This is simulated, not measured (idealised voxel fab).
The following process module bears the name voxel air gaps.
Section shown: cut. Width: 165 nm. Cell size: 5 nm, square.
The cross-sections in this document take the form of a grid made of square cells. They are written out as bands, in order from top to bottom. Each band consists of one or more rows of cells.
Look at the band entry: it leads with the top's height and the bottom's height in nm. Then it lists the materials left to right, with a width in nm for each. The word "all across" on a single material says that material fills the band edge to edge. The word "blank" is empty space.
All heights in this document are referenced to 0, defined as the level beneath which the wafer, as received, consists entirely of one material. The lowest band is not bounded below; it extends indefinitely downward and is written in the form "from 0 down".
So if you see something like "30..40" for the width, read it as the top row of the band sitting at the first number and the bottom row at the second, with every row in between moving by the same amount as the last.
"no change" (step): cross-section cells unchanged, all of them.
In the "Unvented internal voids" entry, you get each enclosed empty space of 8 cells or more, one with no open way to the top, written width x height at distance, distance from the left edge, in nm.
Formally, on a step line, whatever follows the settings is a remark that the simulator itself makes on the step.
When a step includes a mask, the "overlay nm" setting on its line states how far to the right of its planned place that mask lay, and negative values state how far to the left.
The steps planned for the process are as follows:
1,RECEIVE: material Si
2,CONFORMAL_DEP: material SiO2, thk nm 15
3,CONFORMAL_DEP: material SiCN, thk nm 5
4,DIRECTIONAL_DEP: material SiO2, thk nm 30
5,DIRECTIONAL_DEP: material aC, thk nm 10
6,PATTERN: tone open, mask id LINES, material resist, width nm 15, pitch nm 40, thk nm 25, overlay nm -15
7,DIRECTIONAL_ETCH: etch materials aC, depth nm 10
8,STRIP: etch materials resist
9,DIRECTIONAL_ETCH: etch materials SiO2, depth nm 30
10,STRIP: etch materials aC
11,CONFORMAL_DEP: material TiN, thk nm 5
12,FILL_DEP: material W, thk nm 10
13,CMP: height nm 50
14,EPI: material Ru, thk nm 10
15,SELECTIVE_ETCH: etch materials SiO2, depth nm 40
16,CONFORMAL_DEP: material SiCN, thk nm 5
What sets these wafers apart? The overlay nm at step 6. They all start alike, and the plan carries the first wafer's value.
First of several wafers (as received, post step 1), cross-sectional view:
    from 0 down | Si all across
    Unvented internal voids: none
First wafer at the end, after step 16:
    from 65 to 60 | 5 nm blank, 125 nm SiCN, 35 nm blank
    from 60 to 50 | 5 nm blank, 5 nm SiCN, 35 nm Ru, 5 nm SiCN, 35 nm Ru, 5 nm SiCN, 35 nm Ru, 5 nm SiCN, 35 nm blank
    from 50 to 45 | 5 nm blank, 15 nm SiCN, 5 nm TiN, 5 nm W, 5 nm TiN, 25 nm SiCN, 5 nm TiN, 5 nm W, 5 nm TiN, 25 nm SiCN, 5 nm TiN, 5 nm W, 5 nm TiN, 15 nm SiCN, 35 nm blank
    from 45 to 25 | 15 nm blank, 5 nm SiCN, 5 nm TiN, 5 nm W, 5 nm TiN, 5 nm SiCN, 15 nm blank, 5 nm SiCN, 5 nm TiN, 5 nm W, 5 nm TiN, 5 nm SiCN, 15 nm blank, 5 nm SiCN, 5 nm TiN, 5 nm W, 5 nm TiN, 5 nm SiCN, 45 nm blank
    from 25 to 20 | 20 nm SiCN, 15 nm TiN, 25 nm SiCN, 15 nm TiN, 25 nm SiCN, 15 nm TiN, 50 nm SiCN
    from 20 to 15 | SiCN all across
    from 15 to 0 | SiO2 all across
    from 0 down | Si all across
    Unvented internal voids: 15 x 20 at 40; 15 x 20 at 80
Cross-sectional view, end of module, last wafer of several:
    from 65 to 60 | 35 nm blank, 125 nm SiCN, 5 nm blank
    from 60 to 50 | 35 nm blank, 5 nm SiCN, 35 nm Ru, 5 nm SiCN, 35 nm Ru, 5 nm SiCN, 35 nm Ru, 5 nm SiCN, 5 nm blank
    from 50 to 45 | 35 nm blank, 15 nm SiCN, 5 nm TiN, 5 nm W, 5 nm TiN, 25 nm SiCN, 5 nm TiN, 5 nm W, 5 nm TiN, 25 nm SiCN, 5 nm TiN, 5 nm W, 5 nm TiN, 15 nm SiCN, 5 nm blank
    from 45 to 25 | 45 nm blank, 5 nm SiCN, 5 nm TiN, 5 nm W, 5 nm TiN, 5 nm SiCN, 15 nm blank, 5 nm SiCN, 5 nm TiN, 5 nm W, 5 nm TiN, 5 nm SiCN, 15 nm blank, 5 nm SiCN, 5 nm TiN, 5 nm W, 5 nm TiN, 5 nm SiCN, 15 nm blank
    from 25 to 20 | 50 nm SiCN, 15 nm TiN, 25 nm SiCN, 15 nm TiN, 25 nm SiCN, 15 nm TiN, 20 nm SiCN
    from 20 to 15 | SiCN all across
    from 15 to 0 | SiO2 all across
    from 0 down | Si all across
    Unvented internal voids: 15 x 20 at 70; 15 x 20 at 110
Where each wafer stands at the end of the module, a row apiece: cells of each material gained (+) or lost (-) since it was received, then closed voids:
overlay nm -15, +42 Ru, +130 SiCN, +99 SiO2, +39 TiN, +15 W, Unvented internal voids: 15 x 20 at 40; 15 x 20 at 80
overlay nm -10, +42 Ru, +130 SiCN, +99 SiO2, +39 TiN, +15 W, Unvented internal voids: 15 x 20 at 45; 15 x 20 at 85
overlay nm -5, +42 Ru, +130 SiCN, +99 SiO2, +39 TiN, +15 W, Unvented internal voids: 15 x 20 at 50; 15 x 20 at 90
overlay nm 0, +42 Ru, +130 SiCN, +99 SiO2, +39 TiN, +15 W, Unvented internal voids: 15 x 20 at 55; 15 x 20 at 95
overlay nm 5, +42 Ru, +130 SiCN, +99 SiO2, +39 TiN, +15 W, Unvented internal voids: 15 x 20 at 60; 15 x 20 at 100
overlay nm 10, +42 Ru, +130 SiCN, +99 SiO2, +39 TiN, +15 W, Unvented internal voids: 15 x 20 at 65; 15 x 20 at 105
overlay nm 15, +42 Ru, +130 SiCN, +99 SiO2, +39 TiN, +15 W, Unvented internal voids: 15 x 20 at 70; 15 x 20 at 110
